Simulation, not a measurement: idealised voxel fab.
process module | voxel quadruple lines
cross-section cut | 230 nm wide | cells 5 nm
A cross-section is a grid of square cells, given in bands from the top down. A band is one or more rows of cells.
Each band's line starts with the height of the band's top and of its bottom, in nm. Then come its materials from left to right, each with its width in nm. One material with "throughout" fills the band from edge to edge. "air" is empty space.
Height 0 is the level under which the wafer as received is all one material. The lowest band goes on downwards, as in "0 down".
A width such as "30 to 40" changes by the same amount from each row of cells to the next, from the band's top row to its bottom row.
"no change" after a step means that no cell of the cross-section changed.
closed voids: empty space of 8 cells or more with no open way to the top, each as width x height at its distance from the left edge, in nm
after a step's settings: what the simulator itself notes on the step
overlay nm, on a step with a mask: how far to the right of its planned place the mask lay; to the left if negative
plan
1 op RECEIVE | material Si
2 op CONFORMAL_DEP | material Al2O3 | thk nm 10
3 op DIRECTIONAL_DEP | material W | thk nm 15
4 op DIRECTIONAL_DEP | material polySi | thk nm 20
5 op DIRECTIONAL_DEP | material aC | thk nm 20
6 op PATTERN | tone cover | mask id MANDREL | material resist | width nm 35 | pitch nm 100 | thk nm 30 | overlay nm 0
7 op DIRECTIONAL_ETCH | etch materials aC | depth nm 20
8 op STRIP | etch materials resist
9 op CONFORMAL_DEP | material SiO2 | thk nm 15
10 op DIRECTIONAL_ETCH | etch materials SiO2 | depth nm 15
11 op STRIP | etch materials aC
12 op DIRECTIONAL_ETCH | etch materials polySi | depth nm 20
13 op STRIP | etch materials SiO2
14 op CONFORMAL_DEP | material SiCN | thk nm 10
15 op DIRECTIONAL_ETCH | etch materials SiCN | depth nm 10
16 op STRIP | etch materials polySi
17 op DIRECTIONAL_ETCH | etch materials W | depth nm 15
18 op STRIP | etch materials SiCN
19 op FILL_DEP | material lowk | thk nm 5
20 op CMP | height nm 25
as received, after step 1
  0 down: Si throughout
  closed voids: none
a wafer at the end: this start, this plan, one mistake
  25 to 10: lowk 20 | W 10 | lowk 15 | W 10 | lowk 15 | W 10 | lowk 15 | W 10 | lowk 15 | W 10 | lowk 15 | W 10 | lowk 15 | W 10 | lowk 15 | W 10 | lowk 25
  10 to 0: polySi throughout
  0 down: Si throughout
  closed voids: none
what went wrong: step 2 ran as: op CONFORMAL_DEP | material polySi | thk nm 10
